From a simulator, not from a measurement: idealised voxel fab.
Process module, titled voxel gate over fins
The cross-section on display is named cut; it measures 275 nm wide, and its cells are 5 nm squares.
Cross-section spec: square-cell grid; bands listed top down; each band is one or more rows. Quick guide to a band line: top height, bottom height (nm) up front; then every material left to right with its width in nm. Only one material and it's marked "throughout"? Then it fills the band edge to edge. And "air" just means empty space. Heights are expressed relative to 0, this being the level below which the as-received wafer comprises one material exclusively. The lowest band is unbounded in the downward direction and is denoted as in "0 and below". The notation "30..40" denotes a width that varies across the rows of cells in the band, beginning at the first number in the top row, finishing at the second number in the bottom row, and changing by an identical amount from each row to the next. For the purposes of this document, the phrase "changes: none" attached to a step denotes that no cell within the cross-section was modified by that step. "Enclosed cavity list" specifies each empty space that is not open to the top and that occupies no fewer than 8 cells, using the form width x height at distance, the distance measured from the left edge and all three quantities in nm. That trailing text on a step's line, after the settings, is the simulator's own remark on the step. overlay nm: for a step with a mask, the amount by which the mask lay right of where it was planned; a negative amount means left of it.
### Process steps - plan
1,RECEIVE,material Si
2,CONFORMAL_DEP,material SiN,thk nm 10
3,MASKED_ETCH,tone cover,mask id FINS,width nm 15,pitch nm 40,etch materials SiN,depth nm 10,overlay nm 0
4,MASKED_ETCH,tone cover,mask id FINS,width nm 15,pitch nm 40,etch materials Si,depth nm 30,overlay nm 0
5,OXIDIZE,depth nm 5
6,FILL_DEP,material SiO2,thk nm 10
7,CMP,height nm 10
8,SELECTIVE_ETCH,etch materials SiO2,depth nm 25
9,STRIP,etch materials SiN
10,CONFORMAL_DEP,material HfO2,thk nm 5
11,CONFORMAL_DEP,material TiN,thk nm 5
12,FILL_DEP,material W,thk nm 10
13,CMP,height nm 15
14,CONFORMAL_DEP,material SiCN,thk nm 10
### Shown in cross-section is the wafer as received, that is, as it stands after step 1
	0 and below | Si throughout
	Enclosed cavity list: none
### First of two wafers: cross-section at end of module, run per plan
	25 down to 15 | SiCN throughout
	15 down to 10 | W throughout
	10 down to 5 | W 105 nm  TiN 25 nm  W 15 nm  TiN 25 nm  W 105 nm
	5 down to 0 | W 105 nm  TiN 5 nm  HfO2 15 nm  TiN 5 nm  W 15 nm  TiN 5 nm  HfO2 15 nm  TiN 5 nm  W 105 nm
	0 down to -5 | W 105 nm  TiN 5 nm  HfO2 5 nm  Si 5 nm  HfO2 5 nm  TiN 5 nm  W 15 nm  TiN 5 nm  HfO2 5 nm  Si 5 nm  HfO2 5 nm  TiN 5 nm  W 105 nm
	-5 down to -10 | TiN 110 nm  HfO2 5 nm  Si 5 nm  HfO2 5 nm  TiN 25 nm  HfO2 5 nm  Si 5 nm  HfO2 5 nm  TiN 110 nm
	-10 down to -15 | HfO2 115 nm  Si 5 nm  HfO2 35 nm  Si 5 nm  HfO2 115 nm
	-15 down to -35 | SiO2 115 nm  Si 5 nm  SiO2 35 nm  Si 5 nm  SiO2 115 nm
	-35 and below | Si throughout
	Enclosed cavity list: none
### Here's the second of our two wafers sectioned at module end. Same start as the first, same plan, but one mistake got made running it
	25 down to 15 | SiCN throughout
	15 down to 10 | W throughout
	10 down to 5 | W 110 nm  TiN 25 nm  W 15 nm  TiN 25 nm  W 100 nm
	5 down to 0 | W 105 nm  TiN 10 nm  HfO2 15 nm  TiN 5 nm  W 10 nm  TiN 10 nm  HfO2 15 nm  TiN 5 nm  W 100 nm
	0 down to -5 | W 105 nm  TiN 5 nm  HfO2 10 nm  Si 5 nm  HfO2 5 nm  TiN 5 nm  W 10 nm  TiN 5 nm  HfO2 10 nm  Si 5 nm  HfO2 5 nm  TiN 5 nm  W 100 nm
	-5 down to -10 | TiN 110 nm  HfO2 5 nm  Si 10 nm  HfO2 5 nm  TiN 20 nm  HfO2 5 nm  Si 10 nm  HfO2 5 nm  TiN 105 nm
	-10 down to -15 | HfO2 115 nm  Si 10 nm  HfO2 30 nm  Si 10 nm  HfO2 110 nm
	-15 down to -35 | SiO2 115 nm  Si 10 nm  SiO2 30 nm  Si 10 nm  SiO2 110 nm
	-35 and below | Si throughout
	Enclosed cavity list: none
Which mistake was made when the wafer was run? step 3 off recipe, ran as MASKED_ETCH,tone cover,mask id FINS,width nm 15,pitch nm 40,etch materials SiN,depth nm 10,overlay nm 5
Cell-count delta at end, second wafer over first, by material: 12 more of Si; 8 fewer of SiO2; 4 fewer of W
